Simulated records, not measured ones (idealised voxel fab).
The name of this process module is voxel self aligned vias.
Pictured: cross-section cut, 155 nm wide, on a grid of 5 nm square cells.
When this document writes out a cross-section, it uses a grid of square cells and lists it as bands, beginning at the top and moving down, with a band standing for one or more rows of cells.
Read a band's entry like this: the first values are the height of its top and the height of its bottom in nm, and what follows is the sequence of materials from left to right, each with its width in nm. Note that "air" is empty space, and that a single material marked "all across" reaches across the band from edge to edge.
A quick word on heights: they are counted from 0, and under that level the wafer as it came to us is one material throughout. The lowest band is different from the rest in having no bottom; it simply continues downward, written as in "0 nm and below".
Read "30 to 40" as a graded width: first number on top, second number at the bottom, same change between each pair of neighbouring rows.
Basically "nothing different" means that step didn't change any cell in the cross-section.
Each empty space that has no open way to the top and spans at least 8 cells appears under "Trapped voids" as width x height at distance, the distance counted from the left edge, all in nm.
It should be noted that, on the line of a given step, the content following the step's settings is a remark produced by the simulator itself with respect to that step.
If you see "overlay nm" on a step's line and that step has a mask, it's telling you how far right of where it was planned the mask ended up; a negative number means it went left instead.
[Listed below are the process steps as planned]
1: RECEIVE | material Si
2: CONFORMAL_DEP | material SiO2 | thk nm 10
3: CONFORMAL_DEP | material SiCN | thk nm 5
4: DIRECTIONAL_DEP | material lowk | thk nm 30
5: MASKED_ETCH | tone open | mask id LINES | width nm 30 | pitch nm 65 | etch materials lowk | depth nm 30 | overlay nm 0
6: CONFORMAL_DEP | material TiN | thk nm 5
7: FILL_DEP | material Ru | thk nm 10
8: CMP | height nm 45
9: SELECTIVE_ETCH | etch materials W Ru TiN | depth nm 5
10: FILL_DEP | material SiN | thk nm 10
11: CMP | height nm 45
12: DIRECTIONAL_DEP | material lowk | thk nm 15
13: PATTERN | tone open | mask id VIAS | material resist | width nm 50 | thk nm 15 | overlay nm 0
14: DIRECTIONAL_ETCH | etch materials lowk | depth nm 15
15: DIRECTIONAL_ETCH | etch materials SiN | depth nm 5
16: STRIP | etch materials resist
17: CONFORMAL_DEP | material TiN | thk nm 5
18: FILL_DEP | material Cu | thk nm 5
19: CMP | height nm 60
20: CONFORMAL_DEP | material SiCN | thk nm 5
[Wafer as received: cross-section following step 1]
    0 nm and below | Si all across
    Trapped voids: none
[Cross-section taken at module completion on the first of two wafers; processed per the plan]
    65 nm to 60 nm | SiCN all across
    60 nm to 50 nm | lowk 20 nm, then TiN 5 nm, then Cu 40 nm, then TiN 5 nm, then lowk 85 nm
    50 nm to 45 nm | lowk 20 nm, then TiN 15 nm, then Cu 20 nm, then TiN 15 nm, then lowk 85 nm
    45 nm to 40 nm | lowk 30 nm, then TiN 30 nm, then lowk 35 nm, then SiN 30 nm, then lowk 30 nm
    40 nm to 20 nm | lowk 30 nm, then TiN 5 nm, then Ru 20 nm, then TiN 5 nm, then lowk 35 nm, then TiN 5 nm, then Ru 20 nm, then TiN 5 nm, then lowk 30 nm
    20 nm to 15 nm | lowk 30 nm, then TiN 30 nm, then lowk 35 nm, then TiN 30 nm, then lowk 30 nm
    15 nm to 10 nm | SiCN all across
    10 nm to 0 nm | SiO2 all across
    0 nm and below | Si all across
    Trapped voids: none
[Presented here is a cross-section of the second of the two wafers as it stood at the end of the module. It was started in the same manner and assigned the same plan as the first wafer; however, one mistake was made in its execution]
    65 nm to 60 nm | SiCN all across
    60 nm to 45 nm | lowk 20 nm, then TiN 5 nm, then Cu 40 nm, then TiN 5 nm, then lowk 85 nm
    45 nm to 40 nm | lowk 20 nm, then TiN 50 nm, then lowk 25 nm, then SiN 30 nm, then lowk 30 nm
    40 nm to 30 nm | lowk 20 nm, then TiN 15 nm, then Ru 20 nm, then TiN 15 nm, then lowk 25 nm, then TiN 5 nm, then Ru 20 nm, then TiN 5 nm, then lowk 30 nm
    30 nm to 20 nm | lowk 30 nm, then TiN 5 nm, then Ru 20 nm, then TiN 5 nm, then lowk 35 nm, then TiN 5 nm, then Ru 20 nm, then TiN 5 nm, then lowk 30 nm
    20 nm to 15 nm | lowk 30 nm, then TiN 30 nm, then lowk 35 nm, then TiN 30 nm, then lowk 30 nm
    15 nm to 10 nm | SiCN all across
    10 nm to 0 nm | SiO2 all across
    0 nm and below | Si all across
    Trapped voids: none
Finding, execution versus plan: plan step 14 ran twice
Materials where the second wafer ends with more or fewer cells than the first: 4 more of Cu, 8 more of TiN, 12 fewer of lowk
